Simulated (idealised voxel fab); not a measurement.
Title: Process Module voxel lift off
Pictured: cross-section cut, 245 nm wide, on a grid of 5 nm square cells.
The cross-sections in this document take the form of a grid made of square cells. They are written out as bands, in order from top to bottom. Each band consists of one or more rows of cells.
The entry gives the band's vertical extent as a top height and a bottom height in nm, then its horizontal make-up as materials from left to right, each with a width in nm. "air" stands for empty space; a single material marked "full width" fills the band edge to edge.
All heights in this document are referenced to 0, defined as the level beneath which the wafer, as received, consists entirely of one material. The lowest band is not bounded below; it extends indefinitely downward and is written in the form "top 0, no bottom".
Read "30->40" as a graded width: first number on top, second number at the bottom, same change between each pair of neighbouring rows.
Basically "no alteration" means that step didn't change any cell in the cross-section.
Entry "Enclosed cavity list" = empty spaces >= 8 cells with no open way to the top; each as width x height at distance, distance from left edge, all nm.
after a step's settings: what the simulator itself notes on the step
A step's line can hold "overlay nm"; with a mask on that step, the setting says how far right of the planned place the mask lay, while a negative setting says it lay to the left.

## plan
step 1: RECEIVE with material Si
step 2: CONFORMAL_DEP with material SiO2, thk nm 5
step 3: PATTERN with tone open, mask id LINES, material resist, width nm 30, pitch nm 55, thk nm 20, overlay nm 0
step 4: DIRECTIONAL_DEP with material Ru, thk nm 10
step 5: STRIP with etch materials resist
step 6: CONFORMAL_DEP with material SiO2, thk nm 5

## Step 1 complete: cross-section of the wafer as received
    top 0, no bottom  Si full width
    Enclosed cavity list: none

## Looking at the first of two wafers in cross-section at end of module - ran to plan
    top 20, bottom 15  air=75 / SiO2=40 / air=15 / SiO2=40 / air=75
    top 15, bottom 10  air=75 / SiO2=5 / Ru=30 / SiO2=5 / air=15 / SiO2=5 / Ru=30 / SiO2=5 / air=75
    top 10, bottom 5  SiO2=80 / Ru=30 / SiO2=25 / Ru=30 / SiO2=80
    top 5, bottom 0  SiO2 full width
    top 0, no bottom  Si full width
    Enclosed cavity list: none

## What the second wafer looks like in cross-section once the module is done. Its start and its plan matched the first wafer's exactly; what differed was one mistake in how it was run
    top 10, bottom 0  SiO2 full width
    top 0, no bottom  Si full width
    Enclosed cavity list: none
Diagnosis: heads up, step 4 of the plan was skipped and never actually ran
Upon completion, the second wafer contains, in terms of cells, a greater or smaller amount of certain materials than the first wafer: -24 Ru | -8 SiO2
